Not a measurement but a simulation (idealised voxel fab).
Process module in this document: voxel fin reveal
The width of the displayed cross-section, cut, is 220 nm; its cells are square, with a size of 5 nm.
We lay out every cross-section as a grid of square cells and spell it out in bands from the top down, where one band means one or more rows of cells. Band: top height; bottom height; in nm. Then, left to right: material with width in nm, for each material. "throughout": a single material spanning edge to edge. "blank": empty space. Zero point of the height axis is 0; under it, received wafer = one material. Lowest band: continues down indefinitely, "0 down". You'd read "30..40" like this: the band's top row of cells is as wide as the first number, its bottom row is as wide as the second, and going down, every row changes width by the same amount as the row before did. You'll sometimes find "no modifications" written for a step, and that's the way of saying that nowhere in the cross-section did a cell change during that step. "Trapped cavities" - sealed voids, min. 8 cells, no opening to top; format: width x height at distance (distance from left edge; nm throughout). Where a step's line continues beyond its settings, the continuation is a remark by the simulator itself on that step. overlay nm: on a step with a mask, how far right of its planned place the mask lay; negative means left.
The planned process steps are enumerated hereunder:
step 1: RECEIVE with material Si
step 2: CONFORMAL_DEP with material SiN, thk nm 10
step 3: PATTERN with tone cover, mask id FINS, material resist, width nm 15, pitch nm 35, thk nm 20, overlay nm 0
step 4: DIRECTIONAL_ETCH with etch materials SiN, depth nm 10
step 5: DIRECTIONAL_ETCH with etch materials Si, depth nm 30
step 6: STRIP with etch materials resist
step 7: FILL_DEP with material SiO2, thk nm 15
step 8: CMP with height nm 10
step 9: SELECTIVE_ETCH with etch materials SiO2, depth nm 25
step 10: STRIP with etch materials SiN
Cross-section of the wafer as it came to us, i.e., already through step 1:
* 0 down = Si throughout
* Trapped cavities: none
Cross-sectional view of the first of the two wafers upon completion of the module, processed in accordance with the plan:
* 0 to -15 = blank 85 / Si 15 / blank 20 / Si 15 / blank 85
* -15 to -30 = SiO2 85 / Si 15 / SiO2 20 / Si 15 / SiO2 85
* -30 down = Si throughout
* Trapped cavities: none
Wafer two, sectioned after the module: the first wafer's start, the first wafer's plan, and one mistake in how it was run:
* 0 to -30 = SiO2 85 / Si 15 / SiO2 20 / Si 15 / SiO2 85
* -30 down = Si throughout
* Trapped cavities: none
Diagnosis: no execution of plan step 8; skipped
At the finish, the second wafer shows more or fewer cells for some materials than the first does: SiO2 +114
